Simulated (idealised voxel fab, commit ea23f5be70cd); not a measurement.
This is a process module. Its name is voxel released beams.
Xsec cut, 205 nm wide, square cell size 5 nm.
How to read a cross-section here: the picture is a grid of square cells, written as bands going from the top down, and any band can span one or more rows of cells. Heights first: top, then bottom, in nm. Then materials, left to right, each with a width in nm. "everywhere" on a single material: fills the band edge to edge. "empty": empty space. Basically, 0 is our baseline, since under it the wafer straight out of the box is all one material. The bottom band has no lower end and keeps on going down, so it looks like "from 0 down". Width: "30 to 40" (first number = top row, second number = bottom row, same change from row to row of cells). When a step is marked "everything unchanged", none of the cells in the cross-section changed during that step. What "Fully sealed voids" gives you is every empty space of 8 cells or more that is cut off from the top. Each appears as width x height at distance, with the distance taken from the left edge and width, height and distance all in nm. Where a step's line continues beyond its settings, the continuation is a remark by the simulator itself on that step. What "overlay nm" on a step's line means: if the step has a mask, that mask lay this far to the right of its planned place, or, when the value is negative, to the left.

**The steps planned for the process are as follows**
| 1 | RECEIVE with material Si |
| 2 | CONFORMAL_DEP with material Al2O3, thk nm 10 |
| 3 | DIRECTIONAL_DEP with material SiO2, thk nm 15 |
| 4 | PATTERN with tone open, mask id ANCHOR, material resist, width nm 35, thk nm 20, overlay nm 0 |
| 5 | DIRECTIONAL_ETCH with etch materials SiO2, depth nm 15 |
| 6 | STRIP with etch materials resist |
| 7 | CONFORMAL_DEP with material polySi, thk nm 10 |
| 8 | DIRECTIONAL_DEP with material aC, thk nm 10 |
| 9 | PATTERN with tone cover, mask id BEAM, material resist, width nm 100, thk nm 30, overlay nm 0 |
| 10 | DIRECTIONAL_ETCH with etch materials aC, depth nm 10 |
| 11 | STRIP with etch materials resist |
| 12 | DIRECTIONAL_ETCH with etch materials polySi, depth nm 10 |
| 13 | STRIP with etch materials aC |
| 14 | STRIP with etch materials SiO2 |

**Wafer cross-section on receipt, i.e. after step 1**
	from 0 down: Si everywhere
	Fully sealed voids: none

**The cross-section shown corresponds to the wafer at the conclusion of the module. The initial structure and the process plan are those presented above; however, one mistake occurred in executing the plan**
	from 25 to 15: empty 50, then polySi 15, then empty 15, then polySi 70, then empty 55
	from 15 to 10: empty 55, then polySi 10, then empty 15, then polySi 10, then empty 115
	from 10 to 0: empty 55, then polySi 35, then empty 115
	from 0 down: Si everywhere
	Fully sealed voids: none
Finding, execution versus plan: plan step 2: skipped, not run
